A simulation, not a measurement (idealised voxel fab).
The following is a process module called voxel trench capacitor.
The cross-section shown here is cut; it is 255 nm wide and divided into square cells measuring 5 nm on a side.
When this document writes out a cross-section, it uses a grid of square cells and lists it as bands, beginning at the top and moving down, with a band standing for one or more rows of cells.
Within each band entry, the heights of the top and of the bottom of the band appear first, in that order and in nm; the materials of the band then follow from left to right, each with its corresponding width in nm. The designation "everywhere" on a single material indicates that it fills the band from edge to edge; the designation "empty" indicates empty space.
Heads up on the height convention: 0 is the point under which the incoming wafer is all one material, and the lowest band has no bottom, it just keeps going down, like "from 0 down".
Width "30->40": first value at the band's top row of cells, second value at its bottom row, equal change from row to row.
Step marked "changes: none"? Then no cell in the cross-section changed in it.
The entry titled "Enclosed cavities" provides the empty spaces that have no open way to the top, restricted to those of 8 cells or more. Each is presented as width x height at distance, the distance being measured from the left edge, with all three in nm.
On each step's line, the part that comes after the settings is the simulator's own comment on the step.
The setting "overlay nm" may be written on the line of a step. When the step uses a mask, the value reports how far to the right of the planned place the mask lay, and a negative value reports that it lay to the left.

## The following list gives the planned process steps
- 1: RECEIVE [material Si]
- 2: CONFORMAL_DEP [material SiN] [thk nm 10]
- 3: DIRECTIONAL_DEP [material aC] [thk nm 10]
- 4: PATTERN [tone open] [mask id TRENCH] [material resist] [width nm 20] [pitch nm 55] [thk nm 25] [overlay nm 0]
- 5: DIRECTIONAL_ETCH [etch materials aC] [depth nm 10]
- 6: STRIP [etch materials resist]
- 7: DIRECTIONAL_ETCH [etch materials SiN] [depth nm 10]
- 8: DIRECTIONAL_ETCH [etch materials Si] [depth nm 40]
- 9: STRIP [etch materials aC]
- 10: CONFORMAL_DEP [material Al2O3] [thk nm 5]
- 11: CONFORMAL_DEP [material TiN] [thk nm 5]
- 12: FILL_DEP [material W] [thk nm 5]
- 13: CMP [height nm 10]
The value of width nm given for step 4 in the plan refers to the first wafer; the wafers vary in this setting and are alike at the start.

## First of several wafers (as received, post step 1), cross-sectional view
* from 0 down | Si everywhere
* Enclosed cavities: none

## Gained (+) or lost (-) cells of each material since receipt, then closed voids: one row per wafer, at the end of the module
width nm 20, +44 Al2O3, -64 Si, +86 SiN, +36 TiN, Enclosed cavities: none
width nm 25, +46 Al2O3, -80 Si, +82 SiN, +38 TiN, +16 W, Enclosed cavities: none
width nm 30, +48 Al2O3, -96 Si, +78 SiN, +40 TiN, +32 W, Enclosed cavities: none
width nm 35, +50 Al2O3, -112 Si, +74 SiN, +42 TiN, +48 W, Enclosed cavities: none
width nm 40, +52 Al2O3, -128 Si, +70 SiN, +44 TiN, +64 W, Enclosed cavities: none
